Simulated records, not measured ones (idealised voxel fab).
The process module presented herein is designated voxel gate over fins.
Xsec cut, 260 nm wide, square cell size 5 nm.
The cross-sections in this document take the form of a grid made of square cells. They are written out as bands, in order from top to bottom. Each band consists of one or more rows of cells.
Per band: top height and bottom height in nm, followed by the left-to-right materials and their widths in nm; "edge to edge" marks a single material spanning edge to edge, "empty" marks empty space.
Zero point of the height axis is 0; under it, received wafer = one material. Lowest band: continues down indefinitely, "0 -> down".
Graded width ("30 to 40"): value in top row of band = first number; value in bottom row = second number; row-to-row change constant.
Given "left unchanged" for a step, no cell of the cross-section differs between before and after that step.
Basically, "Closed cavities" tells you about the enclosed voids: empty spaces with no open way to the top, 8 cells or bigger, each written width x height at distance, where distance is from the left edge, all in nm.
Formally, on a step line, whatever follows the settings is a remark that the simulator itself makes on the step.
Each step line may optionally specify "overlay nm", which for a step with a mask gives the rightward distance between the mask's planned place and where it lay, a negative value indicating the leftward direction.
Everything after this point is organized in pairs: a cross-section before one process step, a cross-section after it that shows only as deep as the lowest changed band, and, under the pair, the intervening step with its settings. Because different runs of this module on the same starting wafer can supply different pairs, a pair continues from the pair above it only if its entry headed "Status quo ante" says so.
Status quo ante:
	0 -> down  Si edge to edge
	Closed cavities: none
Sectional View, Post-Process:
	10 -> 0  SiN edge to edge
	All layers under 0 are left as they were.
	Closed cavities: none
The transition between the preceding cross-sections is accomplished by CONFORMAL_DEP (material SiN; thk nm 10)
Status quo ante: equal to the after panel directly above.
Sectional View, Post-Process:
	20 -> 10  aC edge to edge
	All layers under 10 are left as they were.
	Closed cavities: none
The transition between the preceding cross-sections is accomplished by DIRECTIONAL_DEP (material aC; thk nm 10)
Status quo ante: equal to the after panel directly above.
Sectional View, Post-Process:
	50 -> 20  empty=100  resist=15  empty=25  resist=15  empty=105
	All layers under 20 are left as they were.
	Closed cavities: none
The transition between the preceding cross-sections is accomplished by PATTERN (tone cover; mask id FINS; material resist; width nm 15; pitch nm 40; thk nm 30; overlay nm 0)
Status quo ante: equal to the after panel directly above.
Sectional View, Post-Process:
	40 -> 20  empty=100  resist=15  empty=25  resist=15  empty=105
	20 -> 10  empty=100  aC=15  empty=25  aC=15  empty=105
	All layers under 10 are left as they were.
	Closed cavities: none
The transition between the preceding cross-sections is accomplished by DIRECTIONAL_ETCH (etch materials aC; depth nm 10)
Status quo ante: equal to the after panel directly above.
Sectional View, Post-Process:
	20 -> 10  empty=100  aC=15  empty=25  aC=15  empty=105
	All layers under 10 are left as they were.
	Closed cavities: none
The transition between the preceding cross-sections is accomplished by STRIP (etch materials resist)
Status quo ante: equal to the after panel directly above.
Sectional View, Post-Process:
	20 -> 10  empty=100  aC=15  empty=25  aC=15  empty=105
	10 -> 0  empty=100  SiN=15  empty=25  SiN=15  empty=105
	All layers under 0 are left as they were.
	Closed cavities: none
The transition between the preceding cross-sections is accomplished by DIRECTIONAL_ETCH (etch materials SiN; depth nm 10)
Status quo ante: equal to the after panel directly above.
Sectional View, Post-Process:
	20 -> 10  empty=100  aC=15  empty=25  aC=15  empty=105
	10 -> 0  empty=100  SiN=15  empty=25  SiN=15  empty=105
	0 -> -30  empty=100  Si=15  empty=25  Si=15  empty=105
	All layers under -30 are left as they were.
	Closed cavities: none
The transition between the preceding cross-sections is accomplished by DIRECTIONAL_ETCH (etch materials Si; depth nm 30)
Status quo ante: equal to the after panel directly above.
Sectional View, Post-Process:
	10 -> 0  empty=100  SiN=15  empty=25  SiN=15  empty=105
	All layers under 0 are left as they were.
	Closed cavities: none
The transition between the preceding cross-sections is accomplished by STRIP (etch materials aC)
Status quo ante: equal to the after panel directly above.
Sectional View, Post-Process:
	15 -> 10  SiO2 edge to edge
	10 -> 0  SiO2=100  SiN=15  SiO2=25  SiN=15  SiO2=105
	0 -> -30  SiO2=100  Si=15  SiO2=25  Si=15  SiO2=105
	All layers under -30 are left as they were.
	Closed cavities: none
The transition between the preceding cross-sections is accomplished by FILL_DEP (material SiO2; thk nm 5)
Status quo ante: equal to the after panel directly above.
Sectional View, Post-Process:
	10 -> 0  SiO2=100  SiN=15  SiO2=25  SiN=15  SiO2=105
	All layers under 0 are left as they were.
	Closed cavities: none
The transition between the preceding cross-sections is accomplished by CMP (height nm 10)
Status quo ante: equal to the after panel directly above.
Sectional View, Post-Process:
	10 -> 0  empty=100  SiN=15  empty=25  SiN=15  empty=105
	0 -> -15  empty=100  Si=15  empty=25  Si=15  empty=105
	All layers under -15 are left as they were.
	Closed cavities: none
The transition between the preceding cross-sections is accomplished by SELECTIVE_ETCH (etch materials SiO2; depth nm 25)
Status quo ante: equal to the after panel directly above.
Sectional View, Post-Process:
	0 -> -15  empty=100  Si=15  empty=25  Si=15  empty=105
	All layers under -15 are left as they were.
	Closed cavities: none
The transition between the preceding cross-sections is accomplished by STRIP (etch materials SiN)
Status quo ante: equal to the after panel directly above.
Sectional View, Post-Process:
	5 -> 0  empty=95  HfO2=25  empty=15  HfO2=25  empty=100
	0 -> -10  empty=95  HfO2=5  Si=15  HfO2=5  empty=15  HfO2=5  Si=15  HfO2=5  empty=100
	-10 -> -15  HfO2=100  Si=15  HfO2=25  Si=15  HfO2=105
	All layers under -15 are left as they were.
	Closed cavities: none
The transition between the preceding cross-sections is accomplished by CONFORMAL_DEP (material HfO2; thk nm 5)
Status quo ante: equal to the after panel directly above.
Sectional View, Post-Process:
	10 -> 5  empty=90  TiN=35  empty=5  TiN=35  empty=95
	5 -> 0  empty=90  TiN=5  HfO2=25  TiN=5  empty=5  TiN=5  HfO2=25  TiN=5  empty=95
	0 -> -5  empty=90  TiN=5  HfO2=5  Si=15  HfO2=5  TiN=5  empty=5  TiN=5  HfO2=5  Si=15  HfO2=5  TiN=5  empty=95
	-5 -> -10  TiN=95  HfO2=5  Si=15  HfO2=5  TiN=15  HfO2=5  Si=15  HfO2=5  TiN=100
	All layers under -10 are left as they were.
	Closed cavities: none
The transition between the preceding cross-sections is accomplished by CONFORMAL_DEP (material TiN; thk nm 5)
Status quo ante: equal to the after panel directly above.
Sectional View, Post-Process:
	15 -> 10  empty=85  TiAl=85  empty=90
	10 -> 5  empty=85  TiAl=5  TiN=35  TiAl=5  TiN=35  TiAl=5  empty=90
	5 -> 0  empty=85  TiAl=5  TiN=5  HfO2=25  TiN=5  TiAl=5  TiN=5  HfO2=25  TiN=5  TiAl=5  empty=90
	0 -> -5  TiAl=90  TiN=5  HfO2=5  Si=15  HfO2=5  TiN=5  TiAl=5  TiN=5  HfO2=5  Si=15  HfO2=5  TiN=5  TiAl=95
	All layers under -5 are left as they were.
	Closed cavities: none
The transition between the preceding cross-sections is accomplished by CONFORMAL_DEP (material TiAl; thk nm 5)
Status quo ante: equal to the after panel directly above.
Sectional View, Post-Process:
	20 -> 15  empty=80  TiN=95  empty=85
	15 -> 10  empty=80  TiN=5  TiAl=85  TiN=5  empty=85
	10 -> 5  empty=80  TiN=5  TiAl=5  TiN=35  TiAl=5  TiN=35  TiAl=5  TiN=5  empty=85
	5 -> 0  TiN=85  TiAl=5  TiN=5  HfO2=25  TiN=5  TiAl=5  TiN=5  HfO2=25  TiN=5  TiAl=5  TiN=90
	All layers under 0 are left as they were.
	Closed cavities: none
The transition between the preceding cross-sections is accomplished by CONFORMAL_DEP (material TiN; thk nm 5)
Status quo ante: equal to the after panel directly above.
Sectional View, Post-Process:
	30 -> 20  W edge to edge
	20 -> 15  W=80  TiN=95  W=85
	15 -> 10  W=80  TiN=5  TiAl=85  TiN=5  W=85
	10 -> 5  W=80  TiN=5  TiAl=5  TiN=35  TiAl=5  TiN=35  TiAl=5  TiN=5  W=85
	All layers under 5 are left as they were.
	Closed cavities: none
The transition between the preceding cross-sections is accomplished by FILL_DEP (material W; thk nm 10)
Status quo ante: equal to the after panel directly above.
Sectional View, Post-Process:
	25 -> 20  W edge to edge
	All layers under 20 are left as they were.
	Closed cavities: none
The transition between the preceding cross-sections is accomplished by CMP (height nm 25)
Status quo ante: equal to the after panel directly above.
Sectional View, Post-Process:
	35 -> 25  SiCN edge to edge
	All layers under 25 are left as they were.
	Closed cavities: none
The transition between the preceding cross-sections is accomplished by CONFORMAL_DEP (material SiCN; thk nm 10)
Status quo ante:
	10 -> 5  empty=90  TiN=35  empty=5  TiN=35  empty=95
	5 -> 0  empty=90  TiN=5  HfO2=25  TiN=5  empty=5  TiN=5  HfO2=25  TiN=5  empty=95
	0 -> -5  empty=90  TiN=5  HfO2=5  Si=15  HfO2=5  TiN=5  empty=5  TiN=5  HfO2=5  Si=15  HfO2=5  TiN=5  empty=95
	-5 -> -10  TiN=95  HfO2=5  Si=15  HfO2=5  TiN=15  HfO2=5  Si=15  HfO2=5  TiN=100
	-10 -> -15  HfO2=100  Si=15  HfO2=25  Si=15  HfO2=105
	-15 -> -30  SiO2=100  Si=15  SiO2=25  Si=15  SiO2=105
	-30 -> down  Si edge to edge
	Closed cavities: none
Sectional View, Post-Process:
	15 -> 5  empty=85  TiN=85  empty=90
	5 -> 0  empty=85  TiN=10  HfO2=25  TiN=15  HfO2=25  TiN=10  empty=90
	0 -> -10  TiN=95  HfO2=5  Si=15  HfO2=5  TiN=15  HfO2=5  Si=15  HfO2=5  TiN=100
	All layers under -10 are left as they were.
	Closed cavities: none
The transition between the preceding cross-sections is accomplished by CONFORMAL_DEP (material TiN; thk nm 5)
Status quo ante: equal to the after panel directly above.
Sectional View, Post-Process:
	25 -> 15  W edge to edge
	15 -> 5  W=85  TiN=85  W=90
	5 -> 0  W=85  TiN=10  HfO2=25  TiN=15  HfO2=25  TiN=10  W=90
	All layers under 0 are left as they were.
	Closed cavities: none
The transition between the preceding cross-sections is accomplished by FILL_DEP (material W; thk nm 10)
Status quo ante: equal to the after panel directly above.
Sectional View, Post-Process:
	35 -> 25  SiCN edge to edge
	All layers under 25 are left as they were.
	Closed cavities: none
The transition between the preceding cross-sections is accomplished by CONFORMAL_DEP (material SiCN; thk nm 10)
Status quo ante:
	20 -> 10  empty=100  aC=15  empty=25  aC=15  empty=105
	10 -> 0  empty=100  SiN=15  empty=25  SiN=15  empty=105
	0 -> -30  empty=100  Si=15  empty=25  Si=15  empty=105
	-30 -> down  Si edge to edge
	Closed cavities: none
Sectional View, Post-Process:
	20 -> 10  empty=100  aC=15  empty=25  aC=15  empty=105
	10 -> 0  empty=100  SiN=15  empty=25  SiN=15  empty=105
	0 -> -60  empty=100  Si=15  empty=25  Si=15  empty=105
	All layers under -60 are left as they were.
	Closed cavities: none
The transition between the preceding cross-sections is accomplished by DIRECTIONAL_ETCH (etch materials Si; depth nm 30)
Status quo ante: equal to the after panel directly above.
Sectional View, Post-Process:
	10 -> 0  empty=100  SiN=15  empty=25  SiN=15  empty=105
	All layers under 0 are left as they were.
	Closed cavities: none
The transition between the preceding cross-sections is accomplished by STRIP (etch materials aC)
Status quo ante: equal to the after panel directly above.
Sectional View, Post-Process:
	15 -> 10  SiO2 edge to edge
	10 -> 0  SiO2=100  SiN=15  SiO2=25  SiN=15  SiO2=105
	0 -> -60  SiO2=100  Si=15  SiO2=25  Si=15  SiO2=105
	All layers under -60 are left as they were.
	Closed cavities: none
The transition between the preceding cross-sections is accomplished by FILL_DEP (material SiO2; thk nm 5)
Status quo ante: equal to the after panel directly above.
Sectional View, Post-Process:
	10 -> 0  SiO2=100  SiN=15  SiO2=25  SiN=15  SiO2=105
	All layers under 0 are left as they were.
	Closed cavities: none
The transition between the preceding cross-sections is accomplished by CMP (height nm 10)
Status quo ante: equal to the after panel directly above.
Sectional View, Post-Process:
	10 -> 0  empty=100  SiN=15  empty=25  SiN=15  empty=105
	0 -> -15  empty=100  Si=15  empty=25  Si=15  empty=105
	All layers under -15 are left as they were.
	Closed cavities: none
The transition between the preceding cross-sections is accomplished by SELECTIVE_ETCH (etch materials SiO2; depth nm 25)
Status quo ante: equal to the after panel directly above.
Sectional View, Post-Process:
	0 -> -15  empty=100  Si=15  empty=25  Si=15  empty=105
	All layers under -15 are left as they were.
	Closed cavities: none
The transition between the preceding cross-sections is accomplished by STRIP (etch materials SiN)
Status quo ante: equal to the after panel directly above.
Sectional View, Post-Process:
	5 -> 0  empty=95  HfO2=25  empty=15  HfO2=25  empty=100
	0 -> -10  empty=95  HfO2=5  Si=15  HfO2=5  empty=15  HfO2=5  Si=15  HfO2=5  empty=100
	-10 -> -15  HfO2=100  Si=15  HfO2=25  Si=15  HfO2=105
	All layers under -15 are left as they were.
	Closed cavities: none
The transition between the preceding cross-sections is accomplished by CONFORMAL_DEP (material HfO2; thk nm 5)
Status quo ante: equal to the after panel directly above.
Sectional View, Post-Process:
	10 -> 5  empty=90  TiN=35  empty=5  TiN=35  empty=95
	5 -> 0  empty=90  TiN=5  HfO2=25  TiN=5  empty=5  TiN=5  HfO2=25  TiN=5  empty=95
	0 -> -5  empty=90  TiN=5  HfO2=5  Si=15  HfO2=5  TiN=5  empty=5  TiN=5  HfO2=5  Si=15  HfO2=5  TiN=5  empty=95
	-5 -> -10  TiN=95  HfO2=5  Si=15  HfO2=5  TiN=15  HfO2=5  Si=15  HfO2=5  TiN=100
	All layers under -10 are left as they were.
	Closed cavities: none
The transition between the preceding cross-sections is accomplished by CONFORMAL_DEP (material TiN; thk nm 5)
Status quo ante: equal to the after panel directly above.
Sectional View, Post-Process:
	15 -> 10  empty=85  TiAl=85  empty=90
	10 -> 5  empty=85  TiAl=5  TiN=35  TiAl=5  TiN=35  TiAl=5  empty=90
	5 -> 0  empty=85  TiAl=5  TiN=5  HfO2=25  TiN=5  TiAl=5  TiN=5  HfO2=25  TiN=5  TiAl=5  empty=90
	0 -> -5  TiAl=90  TiN=5  HfO2=5  Si=15  HfO2=5  TiN=5  TiAl=5  TiN=5  HfO2=5  Si=15  HfO2=5  TiN=5  TiAl=95
	All layers under -5 are left as they were.
	Closed cavities: none
The transition between the preceding cross-sections is accomplished by CONFORMAL_DEP (material TiAl; thk nm 5)
Status quo ante: equal to the after panel directly above.
Sectional View, Post-Process:
	20 -> 15  empty=80  TiN=95  empty=85
	15 -> 10  empty=80  TiN=5  TiAl=85  TiN=5  empty=85
	10 -> 5  empty=80  TiN=5  TiAl=5  TiN=35  TiAl=5  TiN=35  TiAl=5  TiN=5  empty=85
	5 -> 0  TiN=85  TiAl=5  TiN=5  HfO2=25  TiN=5  TiAl=5  TiN=5  HfO2=25  TiN=5  TiAl=5  TiN=90
	All layers under 0 are left as they were.
	Closed cavities: none
The transition between the preceding cross-sections is accomplished by CONFORMAL_DEP (material TiN; thk nm 5)
Status quo ante: equal to the after panel directly above.
Sectional View, Post-Process:
	30 -> 20  W edge to edge
	20 -> 15  W=80  TiN=95  W=85
	15 -> 10  W=80  TiN=5  TiAl=85  TiN=5  W=85
	10 -> 5  W=80  TiN=5  TiAl=5  TiN=35  TiAl=5  TiN=35  TiAl=5  TiN=5  W=85
	All layers under 5 are left as they were.
	Closed cavities: none
The transition between the preceding cross-sections is accomplished by FILL_DEP (material W; thk nm 10)
Status quo ante: equal to the after panel directly above.
Sectional View, Post-Process:
	25 -> 20  W edge to edge
	All layers under 20 are left as they were.
	Closed cavities: none
The transition between the preceding cross-sections is accomplished by CMP (height nm 25)
Status quo ante: equal to the after panel directly above.
Sectional View, Post-Process:
	35 -> 25  SiCN edge to edge
	All layers under 25 are left as they were.
	Closed cavities: none
The transition between the preceding cross-sections is accomplished by CONFORMAL_DEP (material SiCN; thk nm 10)
Status quo ante:
	0 -> -15  empty=100  Si=15  empty=25  Si=15  empty=105
	-15 -> -30  SiO2=100  Si=15  SiO2=25  Si=15  SiO2=105
	-30 -> down  Si edge to edge
	Closed cavities: none
Sectional View, Post-Process:
	5 -> 0  empty=95  TiN=25  empty=15  TiN=25  empty=100
	0 -> -10  empty=95  TiN=5  Si=15  TiN=5  empty=15  TiN=5  Si=15  TiN=5  empty=100
	-10 -> -15  TiN=100  Si=15  TiN=25  Si=15  TiN=105
	All layers under -15 are left as they were.
	Closed cavities: none
The transition between the preceding cross-sections is accomplished by CONFORMAL_DEP (material TiN; thk nm 5)
Status quo ante: equal to the after panel directly above.
Sectional View, Post-Process:
	10 -> 5  empty=90  HfO2=35  empty=5  HfO2=35  empty=95
	5 -> 0  empty=90  HfO2=5  TiN=25  HfO2=5  empty=5  HfO2=5  TiN=25  HfO2=5  empty=95
	0 -> -5  empty=90  HfO2=5  TiN=5  Si=15  TiN=5  HfO2=5  empty=5  HfO2=5  TiN=5  Si=15  TiN=5  HfO2=5  empty=95
	-5 -> -10  HfO2=95  TiN=5  Si=15  TiN=5  HfO2=15  TiN=5  Si=15  TiN=5  HfO2=100
	All layers under -10 are left as they were.
	Closed cavities: none
The transition between the preceding cross-sections is accomplished by CONFORMAL_DEP (material HfO2; thk nm 5)
Status quo ante: equal to the after panel directly above.
Sectional View, Post-Process:
	15 -> 10  empty=85  TiAl=85  empty=90
	10 -> 5  empty=85  TiAl=5  HfO2=35  TiAl=5  HfO2=35  TiAl=5  empty=90
	5 -> 0  empty=85  TiAl=5  HfO2=5  TiN=25  HfO2=5  TiAl=5  HfO2=5  TiN=25  HfO2=5  TiAl=5  empty=90
	0 -> -5  TiAl=90  HfO2=5  TiN=5  Si=15  TiN=5  HfO2=5  TiAl=5  HfO2=5  TiN=5  Si=15  TiN=5  HfO2=5  TiAl=95
	All layers under -5 are left as they were.
	Closed cavities: none
The transition between the preceding cross-sections is accomplished by CONFORMAL_DEP (material TiAl; thk nm 5)
Status quo ante: equal to the after panel directly above.
Sectional View, Post-Process:
	20 -> 15  empty=80  TiN=95  empty=85
	15 -> 10  empty=80  TiN=5  TiAl=85  TiN=5  empty=85
	10 -> 5  empty=80  TiN=5  TiAl=5  HfO2=35  TiAl=5  HfO2=35  TiAl=5  TiN=5  empty=85
	5 -> 0  TiN=85  TiAl=5  HfO2=5  TiN=25  HfO2=5  TiAl=5  HfO2=5  TiN=25  HfO2=5  TiAl=5  TiN=90
	All layers under 0 are left as they were.
	Closed cavities: none
The transition between the preceding cross-sections is accomplished by CONFORMAL_DEP (material TiN; thk nm 5)
Status quo ante: equal to the after panel directly above.
Sectional View, Post-Process:
	30 -> 20  W edge to edge
	20 -> 15  W=80  TiN=95  W=85
	15 -> 10  W=80  TiN=5  TiAl=85  TiN=5  W=85
	10 -> 5  W=80  TiN=5  TiAl=5  HfO2=35  TiAl=5  HfO2=35  TiAl=5  TiN=5  W=85
	All layers under 5 are left as they were.
	Closed cavities: none
The transition between the preceding cross-sections is accomplished by FILL_DEP (material W; thk nm 10)
Status quo ante: equal to the after panel directly above.
Sectional View, Post-Process:
	25 -> 20  W edge to edge
	All layers under 20 are left as they were.
	Closed cavities: none
The transition between the preceding cross-sections is accomplished by CMP (height nm 25)
Status quo ante: equal to the after panel directly above.
Sectional View, Post-Process:
	35 -> 25  SiCN edge to edge
	All layers under 25 are left as they were.
	Closed cavities: none
The transition between the preceding cross-sections is accomplished by CONFORMAL_DEP (material SiCN; thk nm 10)
Status quo ante:
	10 -> 0  SiO2=100  SiN=15  SiO2=25  SiN=15  SiO2=105
	0 -> -30  SiO2=100  Si=15  SiO2=25  Si=15  SiO2=105
	-30 -> down  Si edge to edge
	Closed cavities: none
Sectional View, Post-Process:
	10 -> 0  empty=100  SiN=15  empty=25  SiN=15  empty=105
	0 -> -5  empty=100  Si=15  empty=25  Si=15  empty=105
	All layers under -5 are left as they were.
	Closed cavities: none
The transition between the preceding cross-sections is accomplished by SELECTIVE_ETCH (etch materials SiO2; depth nm 15)
Status quo ante: equal to the after panel directly above.
Sectional View, Post-Process:
	0 -> -5  empty=100  Si=15  empty=25  Si=15  empty=105
	All layers under -5 are left as they were.
	Closed cavities: none
The transition between the preceding cross-sections is accomplished by STRIP (etch materials SiN)
Status quo ante: equal to the after panel directly above.
Sectional View, Post-Process:
	5 -> 0  empty=95  HfO2=25  empty=15  HfO2=25  empty=100
	0 -> -5  HfO2=100  Si=15  HfO2=25  Si=15  HfO2=105
	All layers under -5 are left as they were.
	Closed cavities: none
The transition between the preceding cross-sections is accomplished by CONFORMAL_DEP (material HfO2; thk nm 5)
Status quo ante: equal to the after panel directly above.
Sectional View, Post-Process:
	10 -> 5  empty=90  TiN=35  empty=5  TiN=35  empty=95
	5 -> 0  TiN=95  HfO2=25  TiN=15  HfO2=25  TiN=100
	All layers under 0 are left as they were.
	Closed cavities: none
The transition between the preceding cross-sections is accomplished by CONFORMAL_DEP (material TiN; thk nm 5)
Status quo ante: equal to the after panel directly above.
Sectional View, Post-Process:
	15 -> 10  empty=85  TiAl=85  empty=90
	10 -> 5  TiAl=90  TiN=35  TiAl=5  TiN=35  TiAl=95
	All layers under 5 are left as they were.
	Closed cavities: none
The transition between the preceding cross-sections is accomplished by CONFORMAL_DEP (material TiAl; thk nm 5)
Status quo ante: equal to the after panel directly above.
Sectional View, Post-Process:
	20 -> 15  empty=80  TiN=95  empty=85
	15 -> 10  TiN=85  TiAl=85  TiN=90
	All layers under 10 are left as they were.
	Closed cavities: none
The transition between the preceding cross-sections is accomplished by CONFORMAL_DEP (material TiN; thk nm 5)
Status quo ante: equal to the after panel directly above.
Sectional View, Post-Process:
	30 -> 20  W edge to edge
	20 -> 15  W=80  TiN=95  W=85
	All layers under 15 are left as they were.
	Closed cavities: none
The transition between the preceding cross-sections is accomplished by FILL_DEP (material W; thk nm 10)
Status quo ante: equal to the after panel directly above.
Sectional View, Post-Process:
	25 -> 20  W edge to edge
	All layers under 20 are left as they were.
	Closed cavities: none
The transition between the preceding cross-sections is accomplished by CMP (height nm 25)
Status quo ante: equal to the after panel directly above.
Sectional View, Post-Process:
	35 -> 25  SiCN edge to edge
	All layers under 25 are left as they were.
	Closed cavities: none
The transition between the preceding cross-sections is accomplished by CONFORMAL_DEP (material SiCN; thk nm 10)
Status quo ante:
	20 -> 10  aC edge to edge
	10 -> 0  SiN edge to edge
	0 -> down  Si edge to edge
	Closed cavities: none
Sectional View, Post-Process:
	50 -> 20  empty=100  resist=20  empty=20  resist=20  empty=100
	All layers under 20 are left as they were.
	Closed cavities: none
The transition between the preceding cross-sections is accomplished by PATTERN (tone cover; mask id FINS; material resist; width nm 20; pitch nm 40; thk nm 30; overlay nm 0)
Status quo ante: equal to the after panel directly above.
Sectional View, Post-Process:
	40 -> 20  empty=100  resist=20  empty=20  resist=20  empty=100
	20 -> 10  empty=100  aC=20  empty=20  aC=20  empty=100
	All layers under 10 are left as they were.
	Closed cavities: none
The transition between the preceding cross-sections is accomplished by DIRECTIONAL_ETCH (etch materials aC; depth nm 10)
Status quo ante: equal to the after panel directly above.
Sectional View, Post-Process:
	20 -> 10  empty=100  aC=20  empty=20  aC=20  empty=100
	All layers under 10 are left as they were.
	Closed cavities: none
The transition between the preceding cross-sections is accomplished by STRIP (etch materials resist)
Status quo ante: equal to the after panel directly above.
Sectional View, Post-Process:
	20 -> 10  empty=100  aC=20  empty=20  aC=20  empty=100
	10 -> 0  empty=100  SiN=20  empty=20  SiN=20  empty=100
	All layers under 0 are left as they were.
	Closed cavities: none
The transition between the preceding cross-sections is accomplished by DIRECTIONAL_ETCH (etch materials SiN; depth nm 10)
Status quo ante: equal to the after panel directly above.
Sectional View, Post-Process:
	20 -> 10  empty=100  aC=20  empty=20  aC=20  empty=100
	10 -> 0  empty=100  SiN=20  empty=20  SiN=20  empty=100
	0 -> -30  empty=100  Si=20  empty=20  Si=20  empty=100
	All layers under -30 are left as they were.
	Closed cavities: none
The transition between the preceding cross-sections is accomplished by DIRECTIONAL_ETCH (etch materials Si; depth nm 30)
Status quo ante: equal to the after panel directly above.
Sectional View, Post-Process:
	10 -> 0  empty=100  SiN=20  empty=20  SiN=20  empty=100
	All layers under 0 are left as they were.
	Closed cavities: none
The transition between the preceding cross-sections is accomplished by STRIP (etch materials aC)
Status quo ante: equal to the after panel directly above.
Sectional View, Post-Process:
	15 -> 10  SiO2 edge to edge
	10 -> 0  SiO2=100  SiN=20  SiO2=20  SiN=20  SiO2=100
	0 -> -30  SiO2=100  Si=20  SiO2=20  Si=20  SiO2=100
	All layers under -30 are left as they were.
	Closed cavities: none
The transition between the preceding cross-sections is accomplished by FILL_DEP (material SiO2; thk nm 5)
Status quo ante: equal to the after panel directly above.
Sectional View, Post-Process:
	10 -> 0  SiO2=100  SiN=20  SiO2=20  SiN=20  SiO2=100
	All layers under 0 are left as they were.
	Closed cavities: none
The transition between the preceding cross-sections is accomplished by CMP (height nm 10)
Status quo ante: equal to the after panel directly above.
Sectional View, Post-Process:
	10 -> 0  empty=100  SiN=20  empty=20  SiN=20  empty=100
	0 -> -15  empty=100  Si=20  empty=20  Si=20  empty=100
	All layers under -15 are left as they were.
	Closed cavities: none
The transition between the preceding cross-sections is accomplished by SELECTIVE_ETCH (etch materials SiO2; depth nm 25)
Status quo ante: equal to the after panel directly above.
Sectional View, Post-Process:
	0 -> -15  empty=100  Si=20  empty=20  Si=20  empty=100
	All layers under -15 are left as they were.
	Closed cavities: none
The transition between the preceding cross-sections is accomplished by STRIP (etch materials SiN)
Status quo ante: equal to the after panel directly above.
Sectional View, Post-Process:
	5 -> 0  empty=95  HfO2=30  empty=10  HfO2=30  empty=95
	0 -> -10  empty=95  HfO2=5  Si=20  HfO2=5  empty=10  HfO2=5  Si=20  HfO2=5  empty=95
	-10 -> -15  HfO2=100  Si=20  HfO2=20  Si=20  HfO2=100
	All layers under -15 are left as they were.
	Closed cavities: none
The transition between the preceding cross-sections is accomplished by CONFORMAL_DEP (material HfO2; thk nm 5)
Status quo ante: equal to the after panel directly above.
Sectional View, Post-Process:
	10 -> 5  empty=90  TiN=80  empty=90
	5 -> 0  empty=90  TiN=5  HfO2=30  TiN=10  HfO2=30  TiN=5  empty=90
	0 -> -5  empty=90  TiN=5  HfO2=5  Si=20  HfO2=5  TiN=10  HfO2=5  Si=20  HfO2=5  TiN=5  empty=90
	-5 -> -10  TiN=95  HfO2=5  Si=20  HfO2=5  TiN=10  HfO2=5  Si=20  HfO2=5  TiN=95
	All layers under -10 are left as they were.
	Closed cavities: none
The transition between the preceding cross-sections is accomplished by CONFORMAL_DEP (material TiN; thk nm 5)
Status quo ante: equal to the after panel directly above.
Sectional View, Post-Process:
	15 -> 10  empty=85  TiAl=90  empty=85
	10 -> 5  empty=85  TiAl=5  TiN=80  TiAl=5  empty=85
	5 -> 0  empty=85  TiAl=5  TiN=5  HfO2=30  TiN=10  HfO2=30  TiN=5  TiAl=5  empty=85
	0 -> -5  TiAl=90  TiN=5  HfO2=5  Si=20  HfO2=5  TiN=10  HfO2=5  Si=20  HfO2=5  TiN=5  TiAl=90
	All layers under -5 are left as they were.
	Closed cavities: none
The transition between the preceding cross-sections is accomplished by CONFORMAL_DEP (material TiAl; thk nm 5)
Status quo ante: equal to the after panel directly above.
Sectional View, Post-Process:
	20 -> 15  empty=80  TiN=100  empty=80
	15 -> 10  empty=80  TiN=5  TiAl=90  TiN=5  empty=80
	10 -> 5  empty=80  TiN=5  TiAl=5  TiN=80  TiAl=5  TiN=5  empty=80
	5 -> 0  TiN=85  TiAl=5  TiN=5  HfO2=30  TiN=10  HfO2=30  TiN=5  TiAl=5  TiN=85
	All layers under 0 are left as they were.
	Closed cavities: none
The transition between the preceding cross-sections is accomplished by CONFORMAL_DEP (material TiN; thk nm 5)
Status quo ante: equal to the after panel directly above.
Sectional View, Post-Process:
	30 -> 20  W edge to edge
	20 -> 15  W=80  TiN=100  W=80
	15 -> 10  W=80  TiN=5  TiAl=90  TiN=5  W=80
	10 -> 5  W=80  TiN=5  TiAl=5  TiN=80  TiAl=5  TiN=5  W=80
	All layers under 5 are left as they were.
	Closed cavities: none
The transition between the preceding cross-sections is accomplished by FILL_DEP (material W; thk nm 10)
Status quo ante: equal to the after panel directly above.
Sectional View, Post-Process:
	25 -> 20  W edge to edge
	All layers under 20 are left as they were.
	Closed cavities: none
The transition between the preceding cross-sections is accomplished by CMP (height nm 25)
Status quo ante: equal to the after panel directly above.
Sectional View, Post-Process:
	35 -> 25  SiCN edge to edge
	All layers under 25 are left as they were.
	Closed cavities: none
The transition between the preceding cross-sections is accomplished by CONFORMAL_DEP (material SiCN; thk nm 10)
Status quo ante:
	20 -> 10  aC edge to edge
	10 -> 0  SiN edge to edge
	0 -> down  Si edge to edge
	Closed cavities: none
Sectional View, Post-Process:
	50 -> 20  empty=90  resist=15  empty=25  resist=15  empty=115
	All layers under 20 are left as they were.
	Closed cavities: none
The transition between the preceding cross-sections is accomplished by PATTERN (tone cover; mask id FINS; material resist; width nm 15; pitch nm 40; thk nm 30; overlay nm -10)
Status quo ante: equal to the after panel directly above.
Sectional View, Post-Process:
	40 -> 20  empty=90  resist=15  empty=25  resist=15  empty=115
	20 -> 10  empty=90  aC=15  empty=25  aC=15  empty=115
	All layers under 10 are left as they were.
	Closed cavities: none
The transition between the preceding cross-sections is accomplished by DIRECTIONAL_ETCH (etch materials aC; depth nm 10)
Status quo ante: equal to the after panel directly above.
Sectional View, Post-Process:
	20 -> 10  empty=90  aC=15  empty=25  aC=15  empty=115
	All layers under 10 are left as they were.
	Closed cavities: none
The transition between the preceding cross-sections is accomplished by STRIP (etch materials resist)
Status quo ante: equal to the after panel directly above.
Sectional View, Post-Process:
	20 -> 10  empty=90  aC=15  empty=25  aC=15  empty=115
	10 -> 0  empty=90  SiN=15  empty=25  SiN=15  empty=115
	All layers under 0 are left as they were.
	Closed cavities: none
The transition between the preceding cross-sections is accomplished by DIRECTIONAL_ETCH (etch materials SiN; depth nm 10)
Status quo ante: equal to the after panel directly above.
Sectional View, Post-Process:
	20 -> 10  empty=90  aC=15  empty=25  aC=15  empty=115
	10 -> 0  empty=90  SiN=15  empty=25  SiN=15  empty=115
	0 -> -30  empty=90  Si=15  empty=25  Si=15  empty=115
	All layers under -30 are left as they were.
	Closed cavities: none
The transition between the preceding cross-sections is accomplished by DIRECTIONAL_ETCH (etch materials Si; depth nm 30)
Status quo ante: equal to the after panel directly above.
Sectional View, Post-Process:
	10 -> 0  empty=90  SiN=15  empty=25  SiN=15  empty=115
	All layers under 0 are left as they were.
	Closed cavities: none
The transition between the preceding cross-sections is accomplished by STRIP (etch materials aC)
